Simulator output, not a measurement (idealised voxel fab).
Process module, titled voxel self aligned contacts
It is cross-section cut that appears here, measuring 245 nm in width, its square cells being 5 nm in size.
If you're reading a cross-section in this doc, picture square cells in a grid; it comes to you as bands, top ones listed first down to the bottom, and a band can be one or more rows of cells.
Look at the band entry: it leads with the top's height and the bottom's height in nm. Then it lists the materials left to right, with a width in nm for each. The word "throughout" on a single material says that material fills the band edge to edge. The word "empty" is empty space.
Measure heights from 0. That's the level where, below it, the as-received wafer is all one material. The lowest band is bottomless and extends downward; write it as in "0 down".
Width "30->40": first value at the band's top row of cells, second value at its bottom row, equal change from row to row.
For the purposes of this document, the phrase "no change occurred" attached to a step denotes that no cell within the cross-section was modified by that step.
The entry "Closed void register" lists the empty spaces that cover at least 8 cells and have no open path to the top. Each is written as width x height at distance, where the distance is measured from the left edge and all three values are in nm.
On a step's line, text after the settings is the simulator commenting on that step.
The line of a step may include "overlay nm". On a step with a mask, this value is how far to the right of its planned place the mask lay. A negative value means the mask lay to the left.
-- The process steps that were planned are listed below
1 RECEIVE: material Si
2 CONFORMAL_DEP: material SiO2, thk nm 5
3 DIRECTIONAL_DEP: material polySi, thk nm 20
4 DIRECTIONAL_DEP: material SiN, thk nm 20
5 PATTERN: tone cover, mask id GATE, material resist, width nm 35, pitch nm 70, thk nm 20, overlay nm 0
6 DIRECTIONAL_ETCH: etch materials SiN, depth nm 20
7 DIRECTIONAL_ETCH: etch materials polySi, depth nm 20
8 STRIP: etch materials resist
9 CONFORMAL_DEP: material SiN, thk nm 5
10 DIRECTIONAL_ETCH: etch materials SiN, depth nm 5
11 FILL_DEP: material SiO2, thk nm 10
12 CMP: height nm 50
13 DIRECTIONAL_DEP: material aC, thk nm 15
14 PATTERN: tone open, mask id CONTACT, material resist, width nm 45, pitch nm 70, thk nm 35, overlay nm 0
15 DIRECTIONAL_ETCH: etch materials aC, depth nm 15
16 STRIP: etch materials resist
17 DIRECTIONAL_ETCH: etch materials SiO2, depth nm 50
18 STRIP: etch materials aC
19 CONFORMAL_DEP: material TiN, thk nm 5
20 FILL_DEP: material W, thk nm 5
21 CMP: height nm 50
22 CONFORMAL_DEP: material SiCN, thk nm 5
-- So, the first of our two wafers, run just as we planned it
-- Wafer at receipt (post step 1), cross-section
    0 down  Si throughout
    Closed void register: none
-- Step 2 done - wafer cross-section
    5 to 0  SiO2 throughout
    Lower than 0, everything is as it was.
-- Step 3 done - wafer cross-section
    25 to 5  polySi throughout
    Lower than 5, everything is as it was.
-- Step 4 done - wafer cross-section
    45 to 25  SiN throughout
    Lower than 25, everything is as it was.
-- Step 5 done - wafer cross-section
    65 to 45  empty=35; resist=35; empty=35; resist=35; empty=35; resist=35; empty=35
    Lower than 45, everything is as it was.
-- Step 6 done - wafer cross-section
    65 to 45  empty=35; resist=35; empty=35; resist=35; empty=35; resist=35; empty=35
    45 to 25  empty=35; SiN=35; empty=35; SiN=35; empty=35; SiN=35; empty=35
    Lower than 25, everything is as it was.
-- Step 7 done - wafer cross-section
    65 to 45  empty=35; resist=35; empty=35; resist=35; empty=35; resist=35; empty=35
    45 to 25  empty=35; SiN=35; empty=35; SiN=35; empty=35; SiN=35; empty=35
    25 to 5  empty=35; polySi=35; empty=35; polySi=35; empty=35; polySi=35; empty=35
    Lower than 5, everything is as it was.
-- Step 8 done - wafer cross-section
    45 to 25  empty=35; SiN=35; empty=35; SiN=35; empty=35; SiN=35; empty=35
    Lower than 25, everything is as it was.
-- Step 9 done - wafer cross-section
    50 to 25  empty=30; SiN=45; empty=25; SiN=45; empty=25; SiN=45; empty=30
    25 to 10  empty=30; SiN=5; polySi=35; SiN=5; empty=25; SiN=5; polySi=35; SiN=5; empty=25; SiN=5; polySi=35; SiN=5; empty=30
    10 to 5  SiN=35; polySi=35; SiN=35; polySi=35; SiN=35; polySi=35; SiN=35
    Lower than 5, everything is as it was.
-- Step 10 done - wafer cross-section
    45 to 25  empty=30; SiN=45; empty=25; SiN=45; empty=25; SiN=45; empty=30
    25 to 5  empty=30; SiN=5; polySi=35; SiN=5; empty=25; SiN=5; polySi=35; SiN=5; empty=25; SiN=5; polySi=35; SiN=5; empty=30
    Lower than 5, everything is as it was.
-- Step 11 done - wafer cross-section
    55 to 45  SiO2 throughout
    45 to 25  SiO2=30; SiN=45; SiO2=25; SiN=45; SiO2=25; SiN=45; SiO2=30
    25 to 5  SiO2=30; SiN=5; polySi=35; SiN=5; SiO2=25; SiN=5; polySi=35; SiN=5; SiO2=25; SiN=5; polySi=35; SiN=5; SiO2=30
    Lower than 5, everything is as it was.
-- Step 12 done - wafer cross-section
    50 to 45  SiO2 throughout
    Lower than 45, everything is as it was.
-- Step 13 done - wafer cross-section
    65 to 50  aC throughout
    Lower than 50, everything is as it was.
-- Step 14 done - wafer cross-section
    100 to 65  resist=65; empty=45; resist=25; empty=45; resist=65
    Lower than 65, everything is as it was.
-- Step 15 done - wafer cross-section
    85 to 65  resist=65; empty=45; resist=25; empty=45; resist=65
    65 to 50  aC=65; empty=45; aC=25; empty=45; aC=65
    Lower than 50, everything is as it was.
-- Step 16 done - wafer cross-section
    65 to 50  aC=65; empty=45; aC=25; empty=45; aC=65
    Lower than 50, everything is as it was.
-- Step 17 done - wafer cross-section
    65 to 50  aC=65; empty=45; aC=25; empty=45; aC=65
    50 to 45  SiO2=65; empty=45; SiO2=25; empty=45; SiO2=65
    45 to 25  SiO2=30; SiN=45; empty=25; SiN=45; empty=25; SiN=45; SiO2=30
    25 to 5  SiO2=30; SiN=5; polySi=35; SiN=5; empty=25; SiN=5; polySi=35; SiN=5; empty=25; SiN=5; polySi=35; SiN=5; SiO2=30
    5 to 0  SiO2=75; empty=25; SiO2=45; empty=25; SiO2=75
    Lower than 0, everything is as it was.
-- Step 18 done - wafer cross-section
    50 to 45  SiO2=65; empty=45; SiO2=25; empty=45; SiO2=65
    Lower than 45, everything is as it was.
-- Step 19 done - wafer cross-section
    55 to 50  TiN=70; empty=35; TiN=35; empty=35; TiN=70
    50 to 45  SiO2=65; TiN=15; empty=15; TiN=15; SiO2=25; TiN=15; empty=15; TiN=15; SiO2=65
    45 to 25  SiO2=30; SiN=45; TiN=5; empty=15; TiN=5; SiN=45; TiN=5; empty=15; TiN=5; SiN=45; SiO2=30
    25 to 5  SiO2=30; SiN=5; polySi=35; SiN=5; TiN=5; empty=15; TiN=5; SiN=5; polySi=35; SiN=5; TiN=5; empty=15; TiN=5; SiN=5; polySi=35; SiN=5; SiO2=30
    5 to 0  SiO2=75; TiN=25; SiO2=45; TiN=25; SiO2=75
    Lower than 0, everything is as it was.
-- Step 20 done - wafer cross-section
    60 to 55  W throughout
    55 to 50  TiN=70; W=35; TiN=35; W=35; TiN=70
    50 to 45  SiO2=65; TiN=15; W=15; TiN=15; SiO2=25; TiN=15; W=15; TiN=15; SiO2=65
    45 to 25  SiO2=30; SiN=45; TiN=5; W=15; TiN=5; SiN=45; TiN=5; W=15; TiN=5; SiN=45; SiO2=30
    25 to 5  SiO2=30; SiN=5; polySi=35; SiN=5; TiN=5; W=15; TiN=5; SiN=5; polySi=35; SiN=5; TiN=5; W=15; TiN=5; SiN=5; polySi=35; SiN=5; SiO2=30
    Lower than 5, everything is as it was.
-- Step 21 done - wafer cross-section
    50 to 45  SiO2=65; TiN=15; W=15; TiN=15; SiO2=25; TiN=15; W=15; TiN=15; SiO2=65
    Lower than 45, everything is as it was.
-- Step 22 done - wafer cross-section
    55 to 50  SiCN throughout
    Lower than 50, everything is as it was.
-- Second wafer: same start and same plan as the first, one execution error; identical to the first through step 1
What the second wafer looks like in cross-section when step 2 should have wrapped up: no change occurred
-- What the second wafer looks like in cross-section when step 3 should have wrapped up
    20 to 0  polySi throughout
    Lower than 0, everything is as it was.
-- What the second wafer looks like in cross-section when step 4 should have wrapped up
    40 to 20  SiN throughout
    Lower than 20, everything is as it was.
-- What the second wafer looks like in cross-section when step 5 should have wrapped up
    60 to 40  empty=35; resist=35; empty=35; resist=35; empty=35; resist=35; empty=35
    Lower than 40, everything is as it was.
-- What the second wafer looks like in cross-section when step 6 should have wrapped up
    60 to 40  empty=35; resist=35; empty=35; resist=35; empty=35; resist=35; empty=35
    40 to 20  empty=35; SiN=35; empty=35; SiN=35; empty=35; SiN=35; empty=35
    Lower than 20, everything is as it was.
-- What the second wafer looks like in cross-section when step 7 should have wrapped up
    60 to 40  empty=35; resist=35; empty=35; resist=35; empty=35; resist=35; empty=35
    40 to 20  empty=35; SiN=35; empty=35; SiN=35; empty=35; SiN=35; empty=35
    20 to 0  empty=35; polySi=35; empty=35; polySi=35; empty=35; polySi=35; empty=35
    Lower than 0, everything is as it was.
-- What the second wafer looks like in cross-section when step 8 should have wrapped up
    40 to 20  empty=35; SiN=35; empty=35; SiN=35; empty=35; SiN=35; empty=35
    Lower than 20, everything is as it was.
-- What the second wafer looks like in cross-section when step 9 should have wrapped up
    45 to 20  empty=30; SiN=45; empty=25; SiN=45; empty=25; SiN=45; empty=30
    20 to 5  empty=30; SiN=5; polySi=35; SiN=5; empty=25; SiN=5; polySi=35; SiN=5; empty=25; SiN=5; polySi=35; SiN=5; empty=30
    5 to 0  SiN=35; polySi=35; SiN=35; polySi=35; SiN=35; polySi=35; SiN=35
    Lower than 0, everything is as it was.
-- What the second wafer looks like in cross-section when step 10 should have wrapped up
    40 to 20  empty=30; SiN=45; empty=25; SiN=45; empty=25; SiN=45; empty=30
    20 to 0  empty=30; SiN=5; polySi=35; SiN=5; empty=25; SiN=5; polySi=35; SiN=5; empty=25; SiN=5; polySi=35; SiN=5; empty=30
    Lower than 0, everything is as it was.
-- What the second wafer looks like in cross-section when step 11 should have wrapped up
    50 to 40  SiO2 throughout
    40 to 20  SiO2=30; SiN=45; SiO2=25; SiN=45; SiO2=25; SiN=45; SiO2=30
    20 to 0  SiO2=30; SiN=5; polySi=35; SiN=5; SiO2=25; SiN=5; polySi=35; SiN=5; SiO2=25; SiN=5; polySi=35; SiN=5; SiO2=30
    Lower than 0, everything is as it was.
What the second wafer looks like in cross-section when step 12 should have wrapped up: no change occurred
-- What the second wafer looks like in cross-section when step 13 should have wrapped up
    65 to 50  aC throughout
    Lower than 50, everything is as it was.
-- What the second wafer looks like in cross-section when step 14 should have wrapped up
    100 to 65  resist=65; empty=45; resist=25; empty=45; resist=65
    Lower than 65, everything is as it was.
-- What the second wafer looks like in cross-section when step 15 should have wrapped up
    85 to 65  resist=65; empty=45; resist=25; empty=45; resist=65
    65 to 50  aC=65; empty=45; aC=25; empty=45; aC=65
    Lower than 50, everything is as it was.
-- What the second wafer looks like in cross-section when step 16 should have wrapped up
    65 to 50  aC=65; empty=45; aC=25; empty=45; aC=65
    Lower than 50, everything is as it was.
-- What the second wafer looks like in cross-section when step 17 should have wrapped up
    65 to 50  aC=65; empty=45; aC=25; empty=45; aC=65
    50 to 40  SiO2=65; empty=45; SiO2=25; empty=45; SiO2=65
    40 to 20  SiO2=30; SiN=45; empty=25; SiN=45; empty=25; SiN=45; SiO2=30
    20 to 0  SiO2=30; SiN=5; polySi=35; SiN=5; empty=25; SiN=5; polySi=35; SiN=5; empty=25; SiN=5; polySi=35; SiN=5; SiO2=30
    Lower than 0, everything is as it was.
-- What the second wafer looks like in cross-section when step 18 should have wrapped up
    50 to 40  SiO2=65; empty=45; SiO2=25; empty=45; SiO2=65
    Lower than 40, everything is as it was.
-- What the second wafer looks like in cross-section when step 19 should have wrapped up
    55 to 50  TiN=70; empty=35; TiN=35; empty=35; TiN=70
    50 to 40  SiO2=65; TiN=5->15; empty=35->15; TiN=5->15; SiO2=25; TiN=5->15; empty=35->15; TiN=5->15; SiO2=65
    40 to 20  SiO2=30; SiN=45; TiN=5; empty=15; TiN=5; SiN=45; TiN=5; empty=15; TiN=5; SiN=45; SiO2=30
    20 to 5  SiO2=30; SiN=5; polySi=35; SiN=5; TiN=5; empty=15; TiN=5; SiN=5; polySi=35; SiN=5; TiN=5; empty=15; TiN=5; SiN=5; polySi=35; SiN=5; SiO2=30
    5 to 0  SiO2=30; SiN=5; polySi=35; SiN=5; TiN=25; SiN=5; polySi=35; SiN=5; TiN=25; SiN=5; polySi=35; SiN=5; SiO2=30
    Lower than 0, everything is as it was.
-- What the second wafer looks like in cross-section when step 20 should have wrapped up
    60 to 55  W throughout
    55 to 50  TiN=70; W=35; TiN=35; W=35; TiN=70
    50 to 40  SiO2=65; TiN=5->15; W=35->15; TiN=5->15; SiO2=25; TiN=5->15; W=35->15; TiN=5->15; SiO2=65
    40 to 20  SiO2=30; SiN=45; TiN=5; W=15; TiN=5; SiN=45; TiN=5; W=15; TiN=5; SiN=45; SiO2=30
    20 to 5  SiO2=30; SiN=5; polySi=35; SiN=5; TiN=5; W=15; TiN=5; SiN=5; polySi=35; SiN=5; TiN=5; W=15; TiN=5; SiN=5; polySi=35; SiN=5; SiO2=30
    Lower than 5, everything is as it was.
-- What the second wafer looks like in cross-section when step 21 should have wrapped up
    50 to 40  SiO2=65; TiN=5->15; W=35->15; TiN=5->15; SiO2=25; TiN=5->15; W=35->15; TiN=5->15; SiO2=65
    Lower than 40, everything is as it was.
-- What the second wafer looks like in cross-section when step 22 should have wrapped up
    55 to 50  SiCN throughout
    Lower than 50, everything is as it was.
Misprocessing identified: step 2 of the plan never got run, it was skipped over
Per the end-of-run cell counts, the second wafer holds more or fewer of some materials than the first: -8 SiO2, +8 W
